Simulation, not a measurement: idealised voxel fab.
Name of the process module below: voxel self aligned contacts
FYI the section here is cut, 220 nm wide, cells are 5 nm squares.
Throughout this document, each cross-section is represented as a grid of square cells and is presented as a sequence of bands enumerated from the top downward, where a band comprises one or more rows of cells. Look at the band entry: it leads with the top's height and the bottom's height in nm. Then it lists the materials left to right, with a width in nm for each. The word "edge to edge" on a single material says that material fills the band edge to edge. The word "empty" is empty space. Zero point of the height axis is 0; under it, received wafer = one material. Lowest band: continues down indefinitely, "0 -> down". The two numbers in a width such as "30..40" mark its ends across the band: the first belongs to the top row of cells, the second to the bottom row, and from each row to the next the width moves by the same amount. You'll sometimes find "no change" written for a step, and that's the way of saying that nowhere in the cross-section did a cell change during that step. The list in "Enclosed void catalog" covers empty spaces of 8 cells or more that cannot reach the top through any open way, and it gives each as width x height at distance; the distance is from the left edge, and width, height and distance are in nm. That trailing text on a step's line, after the settings, is the simulator's own remark on the step. If you see "overlay nm" on a step's line and that step has a mask, it's telling you how far right of where it was planned the mask ended up; a negative number means it went left instead.

Set out below are the planned steps of the process:
1: RECEIVE with material Si
2: CONFORMAL_DEP with material SiO2, thk nm 5
3: DIRECTIONAL_DEP with material polySi, thk nm 25
4: DIRECTIONAL_DEP with material SiN, thk nm 25
5: DIRECTIONAL_DEP with material aC, thk nm 15
6: PATTERN with tone cover, mask id GATE, material resist, width nm 25, pitch nm 70, thk nm 30, overlay nm 0
7: DIRECTIONAL_ETCH with etch materials aC, depth nm 15
8: STRIP with etch materials resist
9: DIRECTIONAL_ETCH with etch materials SiN, depth nm 25
10: DIRECTIONAL_ETCH with etch materials polySi, depth nm 25
11: STRIP with etch materials aC
12: CONFORMAL_DEP with material SiN, thk nm 10
13: DIRECTIONAL_ETCH with etch materials SiN, depth nm 10
14: FILL_DEP with material SiO2, thk nm 20
15: CMP with height nm 65
16: PATTERN with tone open, mask id CONTACT, material resist, width nm 55, thk nm 20, overlay nm 0
17: DIRECTIONAL_ETCH with etch materials SiO2, depth nm 65
18: STRIP with etch materials resist
19: CONFORMAL_DEP with material TiN, thk nm 5
20: FILL_DEP with material W, thk nm 10
21: CMP with height nm 65
22: CONFORMAL_DEP with material SiN, thk nm 5

Delivered wafer in cross-section: state after step 1:
0 -> down: Si edge to edge
Enclosed void catalog: none

The first of two wafers, cross-sectioned at the end of the module, with the run proceeding as planned:
70 -> 65: SiN edge to edge
65 -> 55: 80 SiO2 | 5..20 TiN | 45..15 W | 5..20 TiN | 85 SiO2
55 -> 30: 50 SiO2 | 45 SiN | 5 TiN | 15 W | 5 TiN | 45 SiN | 55 SiO2
30 -> 5: 50 SiO2 | 10 SiN | 25 polySi | 10 SiN | 5 TiN | 15 W | 5 TiN | 10 SiN | 25 polySi | 10 SiN | 55 SiO2
5 -> 0: 95 SiO2 | 25 TiN | 100 SiO2
0 -> down: Si edge to edge
Enclosed void catalog: none

Wafer two (of two), end-of-module cross-section: start = wafer one, plan = wafer one, one run mistake:
70 -> 65: SiN edge to edge
65 -> 50: 80 SiO2 | 5 TiN | 45 W | 5 TiN | 85 SiO2
50 -> 45: 80 SiO2 | 10 TiN | 35 W | 10 TiN | 85 SiO2
45 -> 30: 60 SiO2 | 25 SiN | 5 TiN | 35 W | 5 TiN | 25 SiN | 65 SiO2
30 -> 5: 60 SiO2 | 25 polySi | 5 TiN | 35 W | 5 TiN | 25 polySi | 65 SiO2
5 -> 0: 85 SiO2 | 45 TiN | 90 SiO2
0 -> down: Si edge to edge
Enclosed void catalog: none
It is concluded that the wafer was processed incorrectly with respect to the plan, in that step 12 of the plan was excluded from execution and never run
End check, counted in cells, second wafer has more or fewer of these materials than the first: SiN -100 | SiO2 +52 | W +48
